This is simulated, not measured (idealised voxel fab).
You're looking at the process module voxel self aligned vias.
Xsec cut, 255 nm wide, square cell size 5 nm.
We lay out every cross-section as a grid of square cells and spell it out in bands from the top down, where one band means one or more rows of cells.
Band: top height; bottom height; in nm. Then, left to right: material with width in nm, for each material. "edge to edge": a single material spanning edge to edge. "air": empty space.
Heads up on the height convention: 0 is the point under which the incoming wafer is all one material, and the lowest band has no bottom, it just keeps going down, like "0 and below".
Think of "30 to 40" as a width that walks from the first number to the second as you go down the band, top row to bottom row, taking equal-sized steps from row to row.
Take "stayed the same" at face value: in the step it is given for, the cross-section changed in none of its cells.
"Enclosed void inventory" means: voids of 8 cells or more that are shut off from the top with no open way through. Written width x height at distance, distance from the left edge, in nm.
It should be noted that, on the line of a given step, the content following the step's settings is a remark produced by the simulator itself with respect to that step.
Steps that use a mask can have "overlay nm" on their line. It says how far the mask sat to the right of where it was meant to be. Negative means to the left.

THE STEPS PLANNED FOR THE PROCESS ARE AS FOLLOWS
1 RECEIVE [material Si]
2 CONFORMAL_DEP [material SiO2] [thk nm 15]
3 CONFORMAL_DEP [material SiCN] [thk nm 5]
4 DIRECTIONAL_DEP [material SiO2] [thk nm 25]
5 PATTERN [tone open] [mask id LINES] [material resist] [width nm 20] [pitch nm 70] [thk nm 20] [overlay nm 0]
6 DIRECTIONAL_ETCH [etch materials SiO2] [depth nm 25]
7 STRIP [etch materials resist]
8 CONFORMAL_DEP [material TiN] [thk nm 5]
9 FILL_DEP [material W] [thk nm 5]
10 CMP [height nm 45]
11 SELECTIVE_ETCH [etch materials W Ru TiN] [depth nm 5]
12 FILL_DEP [material SiN] [thk nm 5]
13 CMP [height nm 45]
14 DIRECTIONAL_DEP [material SiO2] [thk nm 20]
15 PATTERN [tone open] [mask id VIAS] [material resist] [width nm 40] [pitch nm 70] [thk nm 20] [overlay nm 0]
16 DIRECTIONAL_ETCH [etch materials SiO2] [depth nm 20]
17 DIRECTIONAL_ETCH [etch materials SiN] [depth nm 5]
18 STRIP [etch materials resist]
19 CONFORMAL_DEP [material TiN] [thk nm 5]
20 FILL_DEP [material W] [thk nm 5]
21 CMP [height nm 65]
22 CONFORMAL_DEP [material SiN] [thk nm 5]
Quick note for whoever runs this: the wafers start identical, but the width nm at step 5 isn't the same across them. The plan just shows what the first wafer had.

CROSS-SECTION OF THE FIRST INCOMING WAFER OF SEVERAL, STATE AFTER STEP 1
  0 and below  Si edge to edge
  Enclosed void inventory: none

ROW PER WAFER, END-OF-MODULE: CELL GAIN (+)/LOSS (-) BY MATERIAL SINCE THE WAFER CAME IN, THEN CLOSED VOIDS
width nm 20; +51 SiCN; +51 SiN; +508 SiO2; +52 TiN; +52 W; Enclosed void inventory: none
width nm 25; +51 SiCN; +51 SiN; +498 SiO2; +54 TiN; +60 W; Enclosed void inventory: none
width nm 30; +51 SiCN; +51 SiN; +488 SiO2; +56 TiN; +68 W; Enclosed void inventory: none
width nm 35; +51 SiCN; +51 SiN; +478 SiO2; +58 TiN; +76 W; Enclosed void inventory: none
width nm 40; +51 SiCN; +51 SiN; +468 SiO2; +60 TiN; +84 W; Enclosed void inventory: none
width nm 45; +51 SiCN; +53 SiN; +458 SiO2; +62 TiN; +90 W; Enclosed void inventory: none
